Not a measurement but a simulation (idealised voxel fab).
process module | voxel spacer lines
cross-section cut | 185 nm wide | cells 5 nm
A cross-section is a grid of square cells, given in bands from the top down. A band is one or more rows of cells.
Each band's line starts with the height of the band's top and of its bottom, in nm. Then come its materials from left to right, each with its width in nm. One material with "throughout" fills the band from edge to edge. "air" is empty space.
Height 0 is the level under which the wafer as received is all one material. The lowest band goes on downwards, as in "0 down".
A width such as "30 to 40" changes by the same amount from each row of cells to the next, from the band's top row to its bottom row.
"no change" after a step means that no cell of the cross-section changed.
closed voids: empty space of 8 cells or more with no open way to the top, each as width x height at its distance from the left edge, in nm
after a step's settings: what the simulator itself notes on the step
overlay nm, on a step with a mask: how far to the right of its planned place the mask lay; to the left if negative
plan
1 op RECEIVE | material Si
2 op CONFORMAL_DEP | material Al2O3 | thk nm 10
3 op DIRECTIONAL_DEP | material SiN | thk nm 10
4 op DIRECTIONAL_DEP | material polySi | thk nm 30
5 op PATTERN | tone cover | mask id MANDREL | material resist | width nm 20 | pitch nm 60 | thk nm 40 | overlay nm 0
6 op DIRECTIONAL_ETCH | etch materials polySi | depth nm 30
7 op STRIP | etch materials resist
8 op CONFORMAL_DEP | material SiO2 | thk nm 10
9 op DIRECTIONAL_ETCH | etch materials SiO2 | depth nm 10
10 op STRIP | etch materials polySi
11 op DIRECTIONAL_ETCH | etch materials SiN | depth nm 10
12 op STRIP | etch materials SiO2
first wafer, as planned
as received, after step 1
  0 down: Si throughout
  closed voids: none
after step 2
  10 to 0: Al2O3 throughout
  below 0: unchanged
after step 3
  20 to 10: SiN throughout
  below 10: unchanged
after step 4
  50 to 20: polySi throughout
  below 20: unchanged
after step 5
  90 to 50: air 20 | resist 20 | air 40 | resist 20 | air 40 | resist 20 | air 25
  below 50: unchanged
after step 6
  90 to 50: air 20 | resist 20 | air 40 | resist 20 | air 40 | resist 20 | air 25
  50 to 20: air 20 | polySi 20 | air 40 | polySi 20 | air 40 | polySi 20 | air 25
  below 20: unchanged
after step 7
  50 to 20: air 20 | polySi 20 | air 40 | polySi 20 | air 40 | polySi 20 | air 25
  below 20: unchanged
after step 8
  60 to 50: air 10 | SiO2 40 | air 20 | SiO2 40 | air 20 | SiO2 40 | air 15
  50 to 30: air 10 | SiO2 10 | polySi 20 | SiO2 10 | air 20 | SiO2 10 | polySi 20 | SiO2 10 | air 20 | SiO2 10 | polySi 20 | SiO2 10 | air 15
  30 to 20: SiO2 20 | polySi 20 | SiO2 40 | polySi 20 | SiO2 40 | polySi 20 | SiO2 25
  below 20: unchanged
after step 9
  50 to 20: air 10 | SiO2 10 | polySi 20 | SiO2 10 | air 20 | SiO2 10 | polySi 20 | SiO2 10 | air 20 | SiO2 10 | polySi 20 | SiO2 10 | air 15
  below 20: unchanged
after step 10
  50 to 20: air 10 | SiO2 10 | air 20 | SiO2 10 | air 20 | SiO2 10 | air 20 | SiO2 10 | air 20 | SiO2 10 | air 20 | SiO2 10 | air 15
  below 20: unchanged
after step 11
  50 to 20: air 10 | SiO2 10 | air 20 | SiO2 10 | air 20 | SiO2 10 | air 20 | SiO2 10 | air 20 | SiO2 10 | air 20 | SiO2 10 | air 15
  20 to 10: air 10 | SiN 10 | air 20 | SiN 10 | air 20 | SiN 10 | air 20 | SiN 10 | air 20 | SiN 10 | air 20 | SiN 10 | air 15
  below 10: unchanged
after step 12
  20 to 10: air 10 | SiN 10 | air 20 | SiN 10 | air 20 | SiN 10 | air 20 | SiN 10 | air 20 | SiN 10 | air 20 | SiN 10 | air 15
  below 10: unchanged
second wafer: like start, like plan, one mistake. Through step 8 it matches the first wafer
when step 9 should have ended
  50 to 40: air 20 | polySi 20 | air 40 | polySi 20 | air 40 | polySi 20 | air 25
  40 to 20: air 10 | SiO2 10 | polySi 20 | SiO2 10 | air 20 | SiO2 10 | polySi 20 | SiO2 10 | air 20 | SiO2 10 | polySi 20 | SiO2 10 | air 15
  below 20: unchanged
when step 10 should have ended
  40 to 20: air 10 | SiO2 10 | air 20 | SiO2 10 | air 20 | SiO2 10 | air 20 | SiO2 10 | air 20 | SiO2 10 | air 20 | SiO2 10 | air 15
  below 20: unchanged
when step 11 should have ended
  40 to 20: air 10 | SiO2 10 | air 20 | SiO2 10 | air 20 | SiO2 10 | air 20 | SiO2 10 | air 20 | SiO2 10 | air 20 | SiO2 10 | air 15
  20 to 10: air 10 | SiN 10 | air 20 | SiN 10 | air 20 | SiN 10 | air 20 | SiN 10 | air 20 | SiN 10 | air 20 | SiN 10 | air 15
  below 10: unchanged
when step 12 should have ended
  20 to 10: air 10 | SiN 10 | air 20 | SiN 10 | air 20 | SiN 10 | air 20 | SiN 10 | air 20 | SiN 10 | air 20 | SiN 10 | air 15
  below 10: unchanged
what went wrong: step 9 was run twice
at the end the two cross-sections are the same: no effect in what this model computes
